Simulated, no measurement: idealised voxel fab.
The process module that follows is named voxel transistor to metal.
Section shown: cut. Width: 170 nm. Cell size: 5 nm, square.
Cross-section layout: square cells on a grid; listed as bands, top to bottom; a band spans one or more cell rows. Heads up on the band format: heights come first, top then bottom, in nm. After that it's the materials left to right, each with its width in nm. A single material flagged "all across" fills the whole band edge to edge, and "blank" means there's empty space there. Note: height 0 marks the level under which the wafer is uniformly one material as received. Lowest band unbounded below, written "from 0 down". The expression "30->40" gives the width at the extremes of the band, the first number at its top row of cells and the second at its bottom row, with the width changing by equal amounts from each row to the next in between. For the purposes of this document, the phrase "everything unchanged" attached to a step denotes that no cell within the cross-section was modified by that step. This entry, "Catalogued sealed voids", enumerates those empty regions of no fewer than 8 cells that possess no open connection to the top. Each region is reported in the form width x height at distance, the distance being taken from the left edge, with all three quantities expressed in nm. Formally, on a step line, whatever follows the settings is a remark that the simulator itself makes on the step. overlay nm, on a step with a mask: how far to the right of its planned place the mask lay; to the left if negative.
-- plan
1 RECEIVE,material Si
2 CONFORMAL_DEP,material SiO2,thk nm 5
3 CONFORMAL_DEP,material SiN,thk nm 15
4 PATTERN,tone cover,mask id ACTIVE,material resist,width nm 85,thk nm 20,overlay nm 0
5 DIRECTIONAL_ETCH,etch materials SiN,depth nm 15
6 DIRECTIONAL_ETCH,etch materials SiO2,depth nm 5
7 DIRECTIONAL_ETCH,etch materials Si,depth nm 25
8 STRIP,etch materials resist
9 OXIDIZE,depth nm 5
10 FILL_DEP,material SiO2,thk nm 5
11 CMP,height nm 20
12 SELECTIVE_ETCH,etch materials SiO2,depth nm 5
13 STRIP,etch materials SiN
14 SELECTIVE_ETCH,etch materials SiO2,depth nm 5
15 OXIDIZE,depth nm 5
16 DIRECTIONAL_DEP,material polySi,thk nm 25
17 DIRECTIONAL_DEP,material SiCN,thk nm 15
18 PATTERN,tone cover,mask id GATE,material resist,width nm 15,thk nm 20,overlay nm 0
19 DIRECTIONAL_ETCH,etch materials SiCN,depth nm 25
20 DIRECTIONAL_ETCH,etch materials polySi,depth nm 35
21 STRIP,etch materials resist
22 CONFORMAL_DEP,material SiN,thk nm 10
23 DIRECTIONAL_ETCH,etch materials SiN,depth nm 10
24 DIRECTIONAL_ETCH,etch materials SiO2,depth nm 5
25 DIRECTIONAL_ETCH,etch materials Si,depth nm 15
26 EPI,material nSi,thk nm 15
27 FILL_DEP,material SiO2,thk nm 5
28 CMP,height nm 40
29 DIRECTIONAL_DEP,material SiO2,thk nm 15
30 MASKED_ETCH,tone open,mask id CONTACT,width nm 15,pitch nm 60,etch materials SiO2,depth nm 60,overlay nm 0
31 CONFORMAL_DEP,material TiN,thk nm 5
32 FILL_DEP,material Ru,thk nm 5
33 CMP,height nm 55
34 DIRECTIONAL_DEP,material TiN,thk nm 5
35 DIRECTIONAL_DEP,material Ru,thk nm 15
36 MASKED_ETCH,tone cover,mask id METAL_1,width nm 15,pitch nm 60,etch materials Ru,depth nm 15,overlay nm 0
37 MASKED_ETCH,tone cover,mask id METAL_1,width nm 15,pitch nm 60,etch materials TiN,depth nm 5,overlay nm 0
38 FILL_DEP,material lowk,thk nm 10
39 CMP,height nm 75
40 CONFORMAL_DEP,material SiCN,thk nm 5
41 DIRECTIONAL_DEP,material SiO2,thk nm 25
42 PATTERN,tone open,mask id METAL_2,material resist,width nm 15,pitch nm 60,thk nm 15,overlay nm 0
43 DIRECTIONAL_ETCH,etch materials SiO2,depth nm 15
44 STRIP,etch materials resist
45 DIRECTIONAL_DEP,material aC,thk nm 15
46 PATTERN,tone open,mask id METAL_2_HOLES,material resist,width nm 15,pitch nm 60,thk nm 35,overlay nm 0
47 DIRECTIONAL_ETCH,etch materials aC,depth nm 15
48 STRIP,etch materials resist
49 DIRECTIONAL_ETCH,etch materials SiO2,depth nm 10
50 DIRECTIONAL_ETCH,etch materials SiCN,depth nm 5
51 STRIP,etch materials aC
52 CONFORMAL_DEP,material TiN,thk nm 5
53 FILL_DEP,material Ru,thk nm 5
54 CMP,height nm 105
55 CONFORMAL_DEP,material SiCN,thk nm 5
-- The cross-section here shows the wafer as received, i.e. in its state after step 1
> from 0 down | Si all across
> Catalogued sealed voids: none
-- Post-module cross-section of the first of two wafers (run per plan)
> from 110 to 105 | SiCN all across
> from 105 to 80 | SiO2 45 / TiN 5 / Ru 5 / TiN 5 / SiO2 45 / TiN 5 / Ru 5 / TiN 5 / SiO2 50
> from 80 to 75 | SiCN 45 / TiN 15 / SiCN 45 / TiN 15 / SiCN 50
> from 75 to 60 | lowk 45 / Ru 15 / lowk 45 / Ru 15 / lowk 50
> from 60 to 55 | lowk 45 / TiN 15 / lowk 45 / TiN 15 / lowk 50
> from 55 to 40 | SiO2 45 / TiN 5 / Ru 5 / TiN 5 / SiO2 45 / TiN 5 / Ru 5 / TiN 5 / SiO2 50
> from 40 to 25 | SiO2 45 / TiN 5 / Ru 5 / TiN 5 / SiO2 5 / SiN 10 / SiCN 15 / SiN 10 / SiO2 5 / TiN 5 / Ru 5 / TiN 5 / SiO2 50
> from 25 to 15 | SiO2 45 / TiN 5 / Ru 5 / TiN 5 / SiO2 5 / SiN 10 / polySi 15 / SiN 10 / SiO2 5 / TiN 5 / Ru 5 / TiN 5 / SiO2 50
> from 15 to 10 | SiO2 45 / TiN 15 / SiO2 5 / SiN 10 / polySi 15 / SiN 10 / SiO2 5 / TiN 15 / SiO2 50
> from 10 to 0 | SiO2 35 / SiN 10 / TiN 5 / nSi 15 / SiN 10 / polySi 15 / SiN 10 / nSi 15 / TiN 5 / SiN 10 / SiO2 40
> from 0 to -5 | SiO2 45 / TiN 5 / nSi 15 / SiO2 35 / nSi 15 / TiN 5 / SiO2 50
> from -5 to -20 | SiO2 45 / nSi 20 / Si 35 / nSi 20 / SiO2 50
> from -20 to -30 | SiO2 45 / Si 75 / SiO2 50
> from -30 down | Si all across
> Catalogued sealed voids: none
-- End of module, second wafer, cross-section. Started like the first, planned like the first, run with one mistake
> from 110 to 105 | SiCN all across
> from 105 to 95 | SiO2 40 / TiN 5->10 / Ru 15->5 / TiN 5->10 / SiO2 35 / TiN 5->10 / Ru 15->5 / TiN 5->10 / SiO2 45
> from 95 to 80 | SiO2 45 / TiN 5 / Ru 5 / TiN 5 / SiO2 45 / TiN 5 / Ru 5 / TiN 5 / SiO2 50
> from 80 to 75 | SiCN 45 / TiN 15 / SiCN 45 / TiN 15 / SiCN 50
> from 75 to 60 | lowk 45 / Ru 15 / lowk 45 / Ru 15 / lowk 50
> from 60 to 55 | lowk 45 / TiN 15 / lowk 45 / TiN 15 / lowk 50
> from 55 to 40 | SiO2 45 / TiN 5 / Ru 5 / TiN 5 / SiO2 45 / TiN 5 / Ru 5 / TiN 5 / SiO2 50
> from 40 to 25 | SiO2 45 / TiN 5 / Ru 5 / TiN 5 / SiO2 5 / SiN 10 / SiCN 15 / SiN 10 / SiO2 5 / TiN 5 / Ru 5 / TiN 5 / SiO2 50
> from 25 to 15 | SiO2 45 / TiN 5 / Ru 5 / TiN 5 / SiO2 5 / SiN 10 / polySi 15 / SiN 10 / SiO2 5 / TiN 5 / Ru 5 / TiN 5 / SiO2 50
> from 15 to 10 | SiO2 45 / TiN 15 / SiO2 5 / SiN 10 / polySi 15 / SiN 10 / SiO2 5 / TiN 15 / SiO2 50
> from 10 to 0 | SiO2 35 / SiN 10 / TiN 5 / nSi 15 / SiN 10 / polySi 15 / SiN 10 / nSi 15 / TiN 5 / SiN 10 / SiO2 40
> from 0 to -5 | SiO2 45 / TiN 5 / nSi 15 / SiO2 35 / nSi 15 / TiN 5 / SiO2 50
> from -5 to -20 | SiO2 45 / nSi 20 / Si 35 / nSi 20 / SiO2 50
> from -20 to -30 | SiO2 45 / Si 75 / SiO2 50
> from -30 down | Si all across
> Catalogued sealed voids: none
Heads up, the wafer didn't run the way we planned it: not per plan at step 46, really ran PATTERN,tone open,mask id METAL_2_HOLES,material resist,width nm 25,pitch nm 60,thk nm 35,overlay nm 0
Final cells, second wafer relative to first, materials higher or lower: 4 more of Ru; 8 fewer of SiO2; 4 more of TiN
